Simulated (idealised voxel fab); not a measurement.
The process module presented herein is designated voxel capacitor over wiring.
We display cut, a cross-section 200 nm in width whose square cells are each 5 nm.
Format of a cross-section: grid, square cells. Given as bands. Order: top down. Band: one or more rows of cells.
Band: top height; bottom height; in nm. Then, left to right: material with width in nm, for each material. "everywhere": a single material spanning edge to edge. "blank": empty space.
Beneath 0, the wafer as received is one material, and that level is where height counting begins. The lowest band goes on downward without a bottom; it is written like "0 nm and below".
Top row gets the first number, bottom row gets the second, and each row in between changes by the same step: that is how a band width like "30..40" works.
It should be understood that the words "no modifications", when stated for a given step, signify that the cross-section underwent no change in any of its cells during that step.
In "Enclosed void list" the enclosed voids are listed, meaning empty spaces of 8 cells or larger without any opening to the top. The form is width x height at distance, distance from the left edge, units nm.
Read whatever lies past the settings on a step's line as the simulator's own remark about the step.
Each step line may optionally specify "overlay nm", which for a step with a mask gives the rightward distance between the mask's planned place and where it lay, a negative value indicating the leftward direction.
[The planned process steps are enumerated hereunder]
1. RECEIVE, material Si
2. CONFORMAL_DEP, material SiO2, thk nm 15
3. DIRECTIONAL_DEP, material TiN, thk nm 5
4. DIRECTIONAL_DEP, material Ru, thk nm 20
5. MASKED_ETCH, tone cover, mask id METAL_1, width nm 20, pitch nm 90, etch materials Ru, depth nm 20, overlay nm 0
6. MASKED_ETCH, tone cover, mask id METAL_1, width nm 20, pitch nm 90, etch materials TiN, depth nm 5, overlay nm 0
7. FILL_DEP, material SiO2, thk nm 10
8. CMP, height nm 40
9. CONFORMAL_DEP, material SiCN, thk nm 5
10. DIRECTIONAL_DEP, material lowk, thk nm 15
11. MASKED_ETCH, tone open, mask id PLUG_1, width nm 15, etch materials lowk, depth nm 15, overlay nm 0
12. MASKED_ETCH, tone open, mask id PLUG_1, width nm 15, etch materials SiCN, depth nm 5, overlay nm 0
13. EPI, material Ru, thk nm 10
14. EPI, material Ru, thk nm 10
15. DIRECTIONAL_DEP, material TiN, thk nm 10
16. DIRECTIONAL_DEP, material SiN, thk nm 5
17. DIRECTIONAL_DEP, material TiN, thk nm 10
18. DIRECTIONAL_DEP, material aC, thk nm 15
19. PATTERN, tone cover, mask id UPPER_PLATE, material resist, width nm 75, thk nm 30, overlay nm 0
20. DIRECTIONAL_ETCH, etch materials aC, depth nm 15
21. STRIP, etch materials resist
22. DIRECTIONAL_ETCH, etch materials TiN, depth nm 10
23. DIRECTIONAL_ETCH, etch materials SiN, depth nm 5
24. STRIP, etch materials aC
25. MASKED_ETCH, tone cover, mask id LOWER_PLATE, width nm 85, etch materials TiN, depth nm 10, overlay nm 0
26. FILL_DEP, material SiO2, thk nm 20
27. CMP, height nm 100
28. PATTERN, tone open, mask id PLUG_2, material resist, width nm 15, thk nm 15, overlay nm 0
29. DIRECTIONAL_ETCH, etch materials SiO2, depth nm 15
30. STRIP, etch materials resist
31. CONFORMAL_DEP, material TiN, thk nm 5
32. FILL_DEP, material W, thk nm 10
33. CMP, height nm 100
34. CONFORMAL_DEP, material SiCN, thk nm 5
[Account of the first of two wafers, which was processed as intended]
[Here's what the wafer looked like in cross-section when it arrived - that's after step 1]
0 nm and below: Si everywhere
Enclosed void list: none
[Cross-section of the wafer after step 2]
15 nm to 0 nm: SiO2 everywhere
No changes below 0.
[Cross-section of the wafer after step 3]
20 nm to 15 nm: TiN everywhere
No changes below 15.
[Cross-section of the wafer after step 4]
40 nm to 20 nm: Ru everywhere
No changes below 20.
[Cross-section of the wafer after step 5]
40 nm to 20 nm: blank 45, Ru 20, blank 70, Ru 20, blank 45
No changes below 20.
[Cross-section of the wafer after step 6]
40 nm to 20 nm: blank 45, Ru 20, blank 70, Ru 20, blank 45
20 nm to 15 nm: blank 45, TiN 20, blank 70, TiN 20, blank 45
No changes below 15.
[Cross-section of the wafer after step 7]
50 nm to 40 nm: SiO2 everywhere
40 nm to 20 nm: SiO2 45, Ru 20, SiO2 70, Ru 20, SiO2 45
20 nm to 15 nm: SiO2 45, TiN 20, SiO2 70, TiN 20, SiO2 45
No changes below 15.
[Cross-section of the wafer after step 8]
40 nm to 20 nm: SiO2 45, Ru 20, SiO2 70, Ru 20, SiO2 45
No changes below 20.
[Cross-section of the wafer after step 9]
45 nm to 40 nm: SiCN everywhere
No changes below 40.
[Cross-section of the wafer after step 10]
60 nm to 45 nm: lowk everywhere
No changes below 45.
[Cross-section of the wafer after step 11]
60 nm to 45 nm: lowk 50, blank 15, lowk 135
No changes below 45.
[Cross-section of the wafer after step 12]
60 nm to 45 nm: lowk 50, blank 15, lowk 135
45 nm to 40 nm: SiCN 50, blank 15, SiCN 135
No changes below 40.
[Cross-section of the wafer after step 13]
60 nm to 50 nm: lowk 50, blank 15, lowk 135
50 nm to 45 nm: lowk 50, Ru 15, lowk 135
45 nm to 40 nm: SiCN 50, Ru 15, SiCN 135
No changes below 40.
[Cross-section of the wafer after step 14]
60 nm to 45 nm: lowk 50, Ru 15, lowk 135
No changes below 45.
[Cross-section of the wafer after step 15]
70 nm to 60 nm: TiN everywhere
No changes below 60.
[Cross-section of the wafer after step 16]
75 nm to 70 nm: SiN everywhere
No changes below 70.
[Cross-section of the wafer after step 17]
85 nm to 75 nm: TiN everywhere
No changes below 75.
[Cross-section of the wafer after step 18]
100 nm to 85 nm: aC everywhere
No changes below 85.
[Cross-section of the wafer after step 19]
130 nm to 100 nm: blank 50, resist 75, blank 75
No changes below 100.
[Cross-section of the wafer after step 20]
115 nm to 100 nm: blank 50, resist 75, blank 75
100 nm to 85 nm: blank 50, aC 75, blank 75
No changes below 85.
[Cross-section of the wafer after step 21]
100 nm to 85 nm: blank 50, aC 75, blank 75
No changes below 85.
[Cross-section of the wafer after step 22]
100 nm to 85 nm: blank 50, aC 75, blank 75
85 nm to 75 nm: blank 50, TiN 75, blank 75
No changes below 75.
[Cross-section of the wafer after step 23]
100 nm to 85 nm: blank 50, aC 75, blank 75
85 nm to 75 nm: blank 50, TiN 75, blank 75
75 nm to 70 nm: blank 50, SiN 75, blank 75
No changes below 70.
[Cross-section of the wafer after step 24]
85 nm to 75 nm: blank 50, TiN 75, blank 75
No changes below 75.
[Cross-section of the wafer after step 25]
85 nm to 75 nm: blank 50, TiN 75, blank 75
75 nm to 70 nm: blank 50, SiN 75, blank 75
70 nm to 60 nm: blank 45, TiN 85, blank 70
No changes below 60.
[Cross-section of the wafer after step 26]
105 nm to 85 nm: SiO2 everywhere
85 nm to 75 nm: SiO2 50, TiN 75, SiO2 75
75 nm to 70 nm: SiO2 50, SiN 75, SiO2 75
70 nm to 60 nm: SiO2 45, TiN 85, SiO2 70
No changes below 60.
[Cross-section of the wafer after step 27]
100 nm to 85 nm: SiO2 everywhere
No changes below 85.
[Cross-section of the wafer after step 28]
115 nm to 100 nm: resist 60, blank 15, resist 125
No changes below 100.
[Cross-section of the wafer after step 29]
115 nm to 100 nm: resist 60, blank 15, resist 125
100 nm to 85 nm: SiO2 60, blank 15, SiO2 125
No changes below 85.
[Cross-section of the wafer after step 30]
100 nm to 85 nm: SiO2 60, blank 15, SiO2 125
No changes below 85.
[Cross-section of the wafer after step 31]
105 nm to 100 nm: TiN 65, blank 5, TiN 130
100 nm to 90 nm: SiO2 60, TiN 5, blank 5, TiN 5, SiO2 125
90 nm to 85 nm: SiO2 60, TiN 15, SiO2 125
No changes below 85.
[Cross-section of the wafer after step 32]
115 nm to 105 nm: W everywhere
105 nm to 100 nm: TiN 65, W 5, TiN 130
100 nm to 90 nm: SiO2 60, TiN 5, W 5, TiN 5, SiO2 125
No changes below 90.
[Cross-section of the wafer after step 33]
100 nm to 90 nm: SiO2 60, TiN 5, W 5, TiN 5, SiO2 125
No changes below 90.
[Cross-section of the wafer after step 34]
105 nm to 100 nm: SiCN everywhere
No changes below 100.
[Regarding the second of the two wafers: it shared the first wafer's starting condition and process plan, yet one error occurred during its execution. Its history coincides with that of the first wafer up to and including step 7]
[Cross-sectional view of the second wafer at the intended end time of process step 8]
45 nm to 40 nm: SiO2 everywhere
No changes below 40.
[Cross-sectional view of the second wafer at the intended end time of process step 9]
50 nm to 45 nm: SiCN everywhere
No changes below 45.
[Cross-sectional view of the second wafer at the intended end time of process step 10]
65 nm to 50 nm: lowk everywhere
No changes below 50.
[Cross-sectional view of the second wafer at the intended end time of process step 11]
65 nm to 50 nm: lowk 50, blank 15, lowk 135
No changes below 50.
[Cross-sectional view of the second wafer at the intended end time of process step 12]
65 nm to 50 nm: lowk 50, blank 15, lowk 135
50 nm to 45 nm: SiCN 50, blank 15, SiCN 135
No changes below 45.
Cross-sectional view of the second wafer at the intended end time of process step 13: no modifications
Cross-sectional view of the second wafer at the intended end time of process step 14: no modifications
[Cross-sectional view of the second wafer at the intended end time of process step 15]
75 nm to 65 nm: TiN 50, blank 15, TiN 135
65 nm to 55 nm: lowk 50, blank 15, lowk 135
55 nm to 50 nm: lowk 50, TiN 15, lowk 135
50 nm to 45 nm: SiCN 50, TiN 15, SiCN 135
No changes below 45.
[Cross-sectional view of the second wafer at the intended end time of process step 16]
80 nm to 75 nm: SiN 50, blank 15, SiN 135
75 nm to 65 nm: TiN 50, blank 15, TiN 135
65 nm to 60 nm: lowk 50, blank 15, lowk 135
60 nm to 55 nm: lowk 50, SiN 15, lowk 135
No changes below 55.
[Cross-sectional view of the second wafer at the intended end time of process step 17]
90 nm to 80 nm: TiN 50, blank 15, TiN 135
80 nm to 75 nm: SiN 50, blank 15, SiN 135
75 nm to 70 nm: TiN 50, blank 15, TiN 135
70 nm to 65 nm: TiN everywhere
65 nm to 60 nm: lowk 50, TiN 15, lowk 135
No changes below 60.
[Cross-sectional view of the second wafer at the intended end time of process step 18]
105 nm to 90 nm: aC 50, blank 15, aC 135
90 nm to 85 nm: TiN 50, blank 15, TiN 135
85 nm to 80 nm: TiN 50, aC 15, TiN 135
80 nm to 75 nm: SiN 50, aC 15, SiN 135
75 nm to 70 nm: TiN 50, aC 15, TiN 135
No changes below 70.
[Cross-sectional view of the second wafer at the intended end time of process step 19]
135 nm to 105 nm: blank 50, resist 75, blank 75
105 nm to 90 nm: aC 50, resist 15, aC 135
90 nm to 85 nm: TiN 50, resist 15, TiN 135
No changes below 85.
[Cross-sectional view of the second wafer at the intended end time of process step 20]
120 nm to 105 nm: blank 50, resist 75, blank 75
105 nm to 90 nm: blank 50, resist 15, aC 60, blank 75
No changes below 90.
[Cross-sectional view of the second wafer at the intended end time of process step 21]
105 nm to 90 nm: blank 65, aC 60, blank 75
90 nm to 85 nm: TiN 50, blank 15, TiN 135
No changes below 85.
[Cross-sectional view of the second wafer at the intended end time of process step 22]
105 nm to 90 nm: blank 65, aC 60, blank 75
90 nm to 85 nm: blank 65, TiN 60, blank 75
85 nm to 80 nm: blank 50, aC 15, TiN 60, blank 75
No changes below 80.
[Cross-sectional view of the second wafer at the intended end time of process step 23]
105 nm to 90 nm: blank 65, aC 60, blank 75
90 nm to 85 nm: blank 65, TiN 60, blank 75
85 nm to 80 nm: blank 50, aC 15, TiN 60, blank 75
80 nm to 75 nm: blank 50, aC 15, SiN 60, blank 75
No changes below 75.
[Cross-sectional view of the second wafer at the intended end time of process step 24]
90 nm to 80 nm: blank 65, TiN 60, blank 75
80 nm to 75 nm: blank 65, SiN 60, blank 75
75 nm to 70 nm: TiN 50, blank 15, TiN 135
No changes below 70.
[Cross-sectional view of the second wafer at the intended end time of process step 25]
90 nm to 80 nm: blank 65, TiN 60, blank 75
80 nm to 75 nm: blank 65, SiN 60, blank 75
75 nm to 70 nm: blank 45, TiN 5, blank 15, TiN 65, blank 70
70 nm to 65 nm: blank 45, TiN 85, blank 70
No changes below 65.
[Cross-sectional view of the second wafer at the intended end time of process step 26]
110 nm to 90 nm: SiO2 everywhere
90 nm to 80 nm: SiO2 65, TiN 60, SiO2 75
80 nm to 75 nm: SiO2 65, SiN 60, SiO2 75
75 nm to 70 nm: SiO2 45, TiN 5, SiO2 15, TiN 65, SiO2 70
70 nm to 65 nm: SiO2 45, TiN 85, SiO2 70
No changes below 65.
[Cross-sectional view of the second wafer at the intended end time of process step 27]
100 nm to 90 nm: SiO2 everywhere
No changes below 90.
[Cross-sectional view of the second wafer at the intended end time of process step 28]
115 nm to 100 nm: resist 60, blank 15, resist 125
No changes below 100.
[Cross-sectional view of the second wafer at the intended end time of process step 29]
115 nm to 100 nm: resist 60, blank 15, resist 125
100 nm to 90 nm: SiO2 60, blank 15, SiO2 125
90 nm to 85 nm: SiO2 60, blank 5, TiN 60, SiO2 75
No changes below 85.
[Cross-sectional view of the second wafer at the intended end time of process step 30]
100 nm to 90 nm: SiO2 60, blank 15, SiO2 125
No changes below 90.
[Cross-sectional view of the second wafer at the intended end time of process step 31]
105 nm to 100 nm: TiN 65, blank 5, TiN 130
100 nm to 95 nm: SiO2 60, TiN 5, blank 5, TiN 5, SiO2 125
95 nm to 85 nm: SiO2 60, TiN 15..65, SiO2 125..75
No changes below 85.
[Cross-sectional view of the second wafer at the intended end time of process step 32]
115 nm to 105 nm: W everywhere
105 nm to 100 nm: TiN 65, W 5, TiN 130
100 nm to 95 nm: SiO2 60, TiN 5, W 5, TiN 5, SiO2 125
No changes below 95.
[Cross-sectional view of the second wafer at the intended end time of process step 33]
100 nm to 95 nm: SiO2 60, TiN 5, W 5, TiN 5, SiO2 125
No changes below 95.
[Cross-sectional view of the second wafer at the intended end time of process step 34]
105 nm to 100 nm: SiCN everywhere
No changes below 100.
The plan and the run diverged here: step 8 went in with a setting other than planned; the actual run was CMP, height nm 45
at the end the second wafer has, in cells: Ru -12; SiO2 +14; TiN -1; W -1
